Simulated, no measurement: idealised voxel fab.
process module | voxel self aligned contacts
cross-section cut | 240 nm wide | cells 5 nm
A cross-section is a grid of square cells, given in bands from the top down. A band is one or more rows of cells.
Each band's line starts with the height of the band's top and of its bottom, in nm. Then come its materials from left to right, each with its width in nm. One material with "throughout" fills the band from edge to edge. "air" is empty space.
Height 0 is the level under which the wafer as received is all one material. The lowest band goes on downwards, as in "0 down".
A width such as "30 to 40" changes by the same amount from each row of cells to the next, from the band's top row to its bottom row.
"no change" after a step means that no cell of the cross-section changed.
closed voids: empty space of 8 cells or more with no open way to the top, each as width x height at its distance from the left edge, in nm
after a step's settings: what the simulator itself notes on the step
overlay nm, on a step with a mask: how far to the right of its planned place the mask lay; to the left if negative
plan
1 op RECEIVE | material Si
2 op OXIDIZE | depth nm 5
3 op DIRECTIONAL_DEP | material polySi | thk nm 25
4 op DIRECTIONAL_DEP | material SiN | thk nm 20
5 op DIRECTIONAL_DEP | material aC | thk nm 15
6 op PATTERN | tone cover | mask id GATE | material resist | width nm 25 | pitch nm 55 | thk nm 30 | overlay nm 0
7 op DIRECTIONAL_ETCH | etch materials aC | depth nm 15
8 op STRIP | etch materials resist
9 op DIRECTIONAL_ETCH | etch materials SiN | depth nm 20
10 op DIRECTIONAL_ETCH | etch materials polySi | depth nm 25
11 op STRIP | etch materials aC
12 op CONFORMAL_DEP | material SiN | thk nm 5
13 op DIRECTIONAL_ETCH | etch materials SiN | depth nm 5
14 op FILL_DEP | material SiO2 | thk nm 20
15 op CMP | height nm 55
16 op PATTERN | tone open | mask id CONTACT | material resist | width nm 40 | pitch nm 55 | thk nm 20 | overlay nm 0
17 op DIRECTIONAL_ETCH | etch materials SiO2 | depth nm 60
18 op STRIP | etch materials resist
19 op CONFORMAL_DEP | material TiN | thk nm 5
20 op FILL_DEP | material W | thk nm 5
21 op CMP | height nm 55
22 op CONFORMAL_DEP | material SiCN | thk nm 5
as received, after step 1
  0 down: Si throughout
  closed voids: none
a wafer at the end: this start, this plan, one mistake
  60 to 55: SiCN throughout
  55 to 45: SiO2 70 | TiN 5 to 20 | W 30 to 10 | TiN 5 to 10 | SiO2 15 | TiN 5 to 20 | W 30 to 10 | TiN 5 to 10 | SiO2 75
  45 to 25: SiO2 50 | SiN 35 | TiN 5 | W 10 | TiN 5 | SiN 35 | TiN 5 | W 10 | TiN 5 | SiN 35 | SiO2 45
  25 to 0: SiO2 50 | SiN 5 | polySi 25 | SiN 5 | TiN 5 | W 10 | TiN 5 | SiN 5 | polySi 25 | SiN 5 | TiN 5 | W 10 | TiN 5 | SiN 5 | polySi 25 | SiN 5 | SiO2 45
  0 to -5: SiO2 85 | TiN 20 | SiO2 35 | TiN 20 | SiO2 80
  -5 down: Si throughout
  closed voids: none
what went wrong: step 6 ran as: op PATTERN | tone cover | mask id GATE | material resist | width nm 25 | pitch nm 55 | thk nm 30 | overlay nm 5
